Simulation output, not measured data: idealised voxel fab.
This is a process module. Its name is voxel capacitor over wiring.
Displayed cross-section: cut, width of 300 nm, square cells sized 5 nm.
Cross-section, as written here: a square-cell grid given band by band from the top down, where a band holds one or more rows of cells.
Each band's line starts with the height of the band's top and of its bottom, in nm. Then come its materials from left to right, each with its width in nm. One material with "edge to edge" fills the band from edge to edge. "air" is empty space.
Height is counted from the level 0, under which the received wafer is composed throughout of one material. The lowest of the bands is not closed at the bottom but continues downward, in the notation "0 and below".
A two-number width, for instance "30->40", indicates that the width is equal to the first number in the top row of the band and to the second number in the bottom row, and that it changes by a constant amount per row of cells.
You'll sometimes find "no modifications" written for a step, and that's the way of saying that nowhere in the cross-section did a cell change during that step.
Look at "Sealed internal voids" for the closed voids: empty spaces with no open path to the top, sized 8 cells or up. Each is width x height at distance, distance from the left edge, all nm.
On a step's line, text after the settings is the simulator commenting on that step.
overlay nm: right-of-plan distance of the mask on a masked step; negative values mean left-of-plan.

These are the steps we planned for the process
1) RECEIVE,material Si
2) CONFORMAL_DEP,material SiO2,thk nm 15
3) DIRECTIONAL_DEP,material TiN,thk nm 5
4) DIRECTIONAL_DEP,material W,thk nm 20
5) MASKED_ETCH,tone cover,mask id METAL_1,width nm 20,pitch nm 85,etch materials W,depth nm 20,overlay nm 0
6) MASKED_ETCH,tone cover,mask id METAL_1,width nm 20,pitch nm 85,etch materials TiN,depth nm 5,overlay nm 0
7) CONFORMAL_DEP,material SiCN,thk nm 5
8) FILL_DEP,material lowk,thk nm 5
9) CMP,height nm 40
10) CONFORMAL_DEP,material SiCN,thk nm 5
11) DIRECTIONAL_DEP,material SiO2,thk nm 20
12) PATTERN,tone open,mask id PLUG_1,material resist,width nm 15,thk nm 20,overlay nm 0
13) DIRECTIONAL_ETCH,etch materials SiO2,depth nm 20
14) DIRECTIONAL_ETCH,etch materials SiCN,depth nm 5
15) STRIP,etch materials resist
16) CONFORMAL_DEP,material TiN,thk nm 5
17) FILL_DEP,material Cu,thk nm 10
18) CMP,height nm 65
19) DIRECTIONAL_DEP,material TiN,thk nm 10
20) DIRECTIONAL_DEP,material HfO2,thk nm 5
21) DIRECTIONAL_DEP,material TiN,thk nm 10
22) DIRECTIONAL_DEP,material aC,thk nm 15
23) PATTERN,tone cover,mask id UPPER_PLATE,material resist,width nm 70,thk nm 30,overlay nm 0
24) DIRECTIONAL_ETCH,etch materials aC,depth nm 15
25) STRIP,etch materials resist
26) DIRECTIONAL_ETCH,etch materials TiN,depth nm 10
27) DIRECTIONAL_ETCH,etch materials HfO2,depth nm 5
28) STRIP,etch materials aC
29) MASKED_ETCH,tone cover,mask id LOWER_PLATE,width nm 80,etch materials TiN,depth nm 10,overlay nm 0
30) FILL_DEP,material SiO2,thk nm 15
31) CMP,height nm 100
32) PATTERN,tone open,mask id PLUG_2,material resist,width nm 15,thk nm 20,overlay nm 0
33) DIRECTIONAL_ETCH,etch materials SiO2,depth nm 10
34) STRIP,etch materials resist
35) CONFORMAL_DEP,material TiN,thk nm 5
36) FILL_DEP,material W,thk nm 5
37) CMP,height nm 100
38) CONFORMAL_DEP,material SiCN,thk nm 5

The first of a set of two wafers, run to plan

Step 1 complete: cross-section of the wafer as received
    0 and below: Si edge to edge
    Sealed internal voids: none

How the wafer stands in section after step 2
    15 down to 0: SiO2 edge to edge
    Below 0, no change.

How the wafer stands in section after step 3
    20 down to 15: TiN edge to edge
    Below 15, no change.

How the wafer stands in section after step 4
    40 down to 20: W edge to edge
    Below 20, no change.

How the wafer stands in section after step 5
    40 down to 20: air 95 nm / W 20 nm / air 65 nm / W 20 nm / air 100 nm
    Below 20, no change.

How the wafer stands in section after step 6
    40 down to 20: air 95 nm / W 20 nm / air 65 nm / W 20 nm / air 100 nm
    20 down to 15: air 95 nm / TiN 20 nm / air 65 nm / TiN 20 nm / air 100 nm
    Below 15, no change.

How the wafer stands in section after step 7
    45 down to 40: air 90 nm / SiCN 30 nm / air 55 nm / SiCN 30 nm / air 95 nm
    40 down to 20: air 90 nm / SiCN 5 nm / W 20 nm / SiCN 5 nm / air 55 nm / SiCN 5 nm / W 20 nm / SiCN 5 nm / air 95 nm
    20 down to 15: SiCN 95 nm / TiN 20 nm / SiCN 65 nm / TiN 20 nm / SiCN 100 nm
    Below 15, no change.

How the wafer stands in section after step 8
    50 down to 45: lowk edge to edge
    45 down to 40: lowk 90 nm / SiCN 30 nm / lowk 55 nm / SiCN 30 nm / lowk 95 nm
    40 down to 20: lowk 90 nm / SiCN 5 nm / W 20 nm / SiCN 5 nm / lowk 55 nm / SiCN 5 nm / W 20 nm / SiCN 5 nm / lowk 95 nm
    Below 20, no change.

How the wafer stands in section after step 9
    40 down to 20: lowk 90 nm / SiCN 5 nm / W 20 nm / SiCN 5 nm / lowk 55 nm / SiCN 5 nm / W 20 nm / SiCN 5 nm / lowk 95 nm
    Below 20, no change.

How the wafer stands in section after step 10
    45 down to 40: SiCN edge to edge
    Below 40, no change.

How the wafer stands in section after step 11
    65 down to 45: SiO2 edge to edge
    Below 45, no change.

How the wafer stands in section after step 12
    85 down to 65: resist 100 nm / air 15 nm / resist 185 nm
    Below 65, no change.

How the wafer stands in section after step 13
    85 down to 65: resist 100 nm / air 15 nm / resist 185 nm
    65 down to 45: SiO2 100 nm / air 15 nm / SiO2 185 nm
    Below 45, no change.

How the wafer stands in section after step 14
    85 down to 65: resist 100 nm / air 15 nm / resist 185 nm
    65 down to 45: SiO2 100 nm / air 15 nm / SiO2 185 nm
    45 down to 40: SiCN 100 nm / air 15 nm / SiCN 185 nm
    Below 40, no change.

How the wafer stands in section after step 15
    65 down to 45: SiO2 100 nm / air 15 nm / SiO2 185 nm
    Below 45, no change.

How the wafer stands in section after step 16
    70 down to 65: TiN 105 nm / air 5 nm / TiN 190 nm
    65 down to 45: SiO2 100 nm / TiN 5 nm / air 5 nm / TiN 5 nm / SiO2 185 nm
    45 down to 40: SiCN 100 nm / TiN 15 nm / SiCN 185 nm
    Below 40, no change.

How the wafer stands in section after step 17
    80 down to 70: Cu edge to edge
    70 down to 65: TiN 105 nm / Cu 5 nm / TiN 190 nm
    65 down to 45: SiO2 100 nm / TiN 5 nm / Cu 5 nm / TiN 5 nm / SiO2 185 nm
    Below 45, no change.

How the wafer stands in section after step 18
    65 down to 45: SiO2 100 nm / TiN 5 nm / Cu 5 nm / TiN 5 nm / SiO2 185 nm
    Below 45, no change.

How the wafer stands in section after step 19
    75 down to 65: TiN edge to edge
    Below 65, no change.

How the wafer stands in section after step 20
    80 down to 75: HfO2 edge to edge
    Below 75, no change.

How the wafer stands in section after step 21
    90 down to 80: TiN edge to edge
    Below 80, no change.

How the wafer stands in section after step 22
    105 down to 90: aC edge to edge
    Below 90, no change.

How the wafer stands in section after step 23
    135 down to 105: air 100 nm / resist 70 nm / air 130 nm
    Below 105, no change.

How the wafer stands in section after step 24
    120 down to 105: air 100 nm / resist 70 nm / air 130 nm
    105 down to 90: air 100 nm / aC 70 nm / air 130 nm
    Below 90, no change.

How the wafer stands in section after step 25
    105 down to 90: air 100 nm / aC 70 nm / air 130 nm
    Below 90, no change.

How the wafer stands in section after step 26
    105 down to 90: air 100 nm / aC 70 nm / air 130 nm
    90 down to 80: air 100 nm / TiN 70 nm / air 130 nm
    Below 80, no change.

How the wafer stands in section after step 27
    105 down to 90: air 100 nm / aC 70 nm / air 130 nm
    90 down to 80: air 100 nm / TiN 70 nm / air 130 nm
    80 down to 75: air 100 nm / HfO2 70 nm / air 130 nm
    Below 75, no change.

How the wafer stands in section after step 28
    90 down to 80: air 100 nm / TiN 70 nm / air 130 nm
    Below 80, no change.

How the wafer stands in section after step 29
    90 down to 80: air 100 nm / TiN 70 nm / air 130 nm
    80 down to 75: air 100 nm / HfO2 70 nm / air 130 nm
    75 down to 65: air 95 nm / TiN 80 nm / air 125 nm
    Below 65, no change.

How the wafer stands in section after step 30
    105 down to 90: SiO2 edge to edge
    90 down to 80: SiO2 100 nm / TiN 70 nm / SiO2 130 nm
    80 down to 75: SiO2 100 nm / HfO2 70 nm / SiO2 130 nm
    75 down to 65: SiO2 95 nm / TiN 80 nm / SiO2 125 nm
    Below 65, no change.

How the wafer stands in section after step 31
    100 down to 90: SiO2 edge to edge
    Below 90, no change.

How the wafer stands in section after step 32
    120 down to 100: resist 110 nm / air 15 nm / resist 175 nm
    Below 100, no change.

How the wafer stands in section after step 33
    120 down to 100: resist 110 nm / air 15 nm / resist 175 nm
    100 down to 90: SiO2 110 nm / air 15 nm / SiO2 175 nm
    Below 90, no change.

How the wafer stands in section after step 34
    100 down to 90: SiO2 110 nm / air 15 nm / SiO2 175 nm
    Below 90, no change.

How the wafer stands in section after step 35
    105 down to 100: TiN 115 nm / air 5 nm / TiN 180 nm
    100 down to 95: SiO2 110 nm / TiN 5 nm / air 5 nm / TiN 5 nm / SiO2 175 nm
    95 down to 90: SiO2 110 nm / TiN 15 nm / SiO2 175 nm
    Below 90, no change.

How the wafer stands in section after step 36
    110 down to 105: W edge to edge
    105 down to 100: TiN 115 nm / W 5 nm / TiN 180 nm
    100 down to 95: SiO2 110 nm / TiN 5 nm / W 5 nm / TiN 5 nm / SiO2 175 nm
    Below 95, no change.

How the wafer stands in section after step 37
    100 down to 95: SiO2 110 nm / TiN 5 nm / W 5 nm / TiN 5 nm / SiO2 175 nm
    Below 95, no change.

How the wafer stands in section after step 38
    105 down to 100: SiCN edge to edge
    Below 100, no change.

What follows concerns the second wafer, which started out like the first and was meant to follow the very same plan; one mistake crept in when it was run, but everything up to and including step 28 is the same as for the first wafer

When step 29 should have ended
    90 down to 80: air 100 nm / TiN 65 nm / air 135 nm
    80 down to 75: air 100 nm / HfO2 70 nm / air 130 nm
    75 down to 65: air 85 nm / TiN 85 nm / air 130 nm
    Below 65, no change.

When step 30 should have ended
    105 down to 90: SiO2 edge to edge
    90 down to 80: SiO2 100 nm / TiN 65 nm / SiO2 135 nm
    80 down to 75: SiO2 100 nm / HfO2 70 nm / SiO2 130 nm
    75 down to 65: SiO2 85 nm / TiN 85 nm / SiO2 130 nm
    Below 65, no change.

When step 31 should have ended
    100 down to 90: SiO2 edge to edge
    Below 90, no change.

When step 32 should have ended
    120 down to 100: resist 110 nm / air 15 nm / resist 175 nm
    Below 100, no change.

When step 33 should have ended
    120 down to 100: resist 110 nm / air 15 nm / resist 175 nm
    100 down to 90: SiO2 110 nm / air 15 nm / SiO2 175 nm
    Below 90, no change.

When step 34 should have ended
    100 down to 90: SiO2 110 nm / air 15 nm / SiO2 175 nm
    Below 90, no change.

When step 35 should have ended
    105 down to 100: TiN 115 nm / air 5 nm / TiN 180 nm
    100 down to 95: SiO2 110 nm / TiN 5 nm / air 5 nm / TiN 5 nm / SiO2 175 nm
    95 down to 90: SiO2 110 nm / TiN 15 nm / SiO2 175 nm
    Below 90, no change.

When step 36 should have ended
    110 down to 105: W edge to edge
    105 down to 100: TiN 115 nm / W 5 nm / TiN 180 nm
    100 down to 95: SiO2 110 nm / TiN 5 nm / W 5 nm / TiN 5 nm / SiO2 175 nm
    Below 95, no change.

When step 37 should have ended
    100 down to 95: SiO2 110 nm / TiN 5 nm / W 5 nm / TiN 5 nm / SiO2 175 nm
    Below 95, no change.

When step 38 should have ended
    105 down to 100: SiCN edge to edge
    Below 100, no change.
What broke from the plan during processing? step 29, actual vs plan mismatch, actual run MASKED_ETCH,tone cover,mask id LOWER_PLATE,width nm 80,etch materials TiN,depth nm 10,overlay nm -10
Heads up: at the end the two wafers have identical cell counts per material, they're just laid out differently.
